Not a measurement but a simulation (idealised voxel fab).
process module | voxel fin reveal
cross-section cut | 240 nm wide | cells 5 nm
A cross-section is a grid of square cells, given in bands from the top down. A band is one or more rows of cells.
Each band's line starts with the height of the band's top and of its bottom, in nm. Then come its materials from left to right, each with its width in nm. One material with "throughout" fills the band from edge to edge. "air" is empty space.
Height 0 is the level under which the wafer as received is all one material. The lowest band goes on downwards, as in "0 down".
A width such as "30 to 40" changes by the same amount from each row of cells to the next, from the band's top row to its bottom row.
"no change" after a step means that no cell of the cross-section changed.
closed voids: empty space of 8 cells or more with no open way to the top, each as width x height at its distance from the left edge, in nm
after a step's settings: what the simulator itself notes on the step
overlay nm, on a step with a mask: how far to the right of its planned place the mask lay; to the left if negative
plan
1 op RECEIVE | material Si
2 op CONFORMAL_DEP | material SiN | thk nm 5
3 op PATTERN | tone cover | mask id FINS | material resist | width nm 15 | pitch nm 35 | thk nm 15 | overlay nm 0
4 op DIRECTIONAL_ETCH | etch materials SiN | depth nm 5
5 op DIRECTIONAL_ETCH | etch materials Si | depth nm 35
6 op STRIP | etch materials resist
7 op FILL_DEP | material SiO2 | thk nm 15
8 op CMP | height nm 5
9 op SELECTIVE_ETCH | etch materials SiO2 | depth nm 15
10 op STRIP | etch materials SiN
as received, after step 1
  0 down: Si throughout
  closed voids: none
a wafer at the end: this start, this plan, one mistake
  5 to 0: air 60 | SiN 15 | air 20 | SiN 15 | air 20 | SiN 15 | air 20 | SiN 15 | air 60
  0 to -10: air 60 | Si 15 | air 20 | Si 15 | air 20 | Si 15 | air 20 | Si 15 | air 60
  -10 to -35: SiO2 60 | Si 15 | SiO2 20 | Si 15 | SiO2 20 | Si 15 | SiO2 20 | Si 15 | SiO2 60
  -35 down: Si throughout
  closed voids: none
what went wrong: step 10 was left out
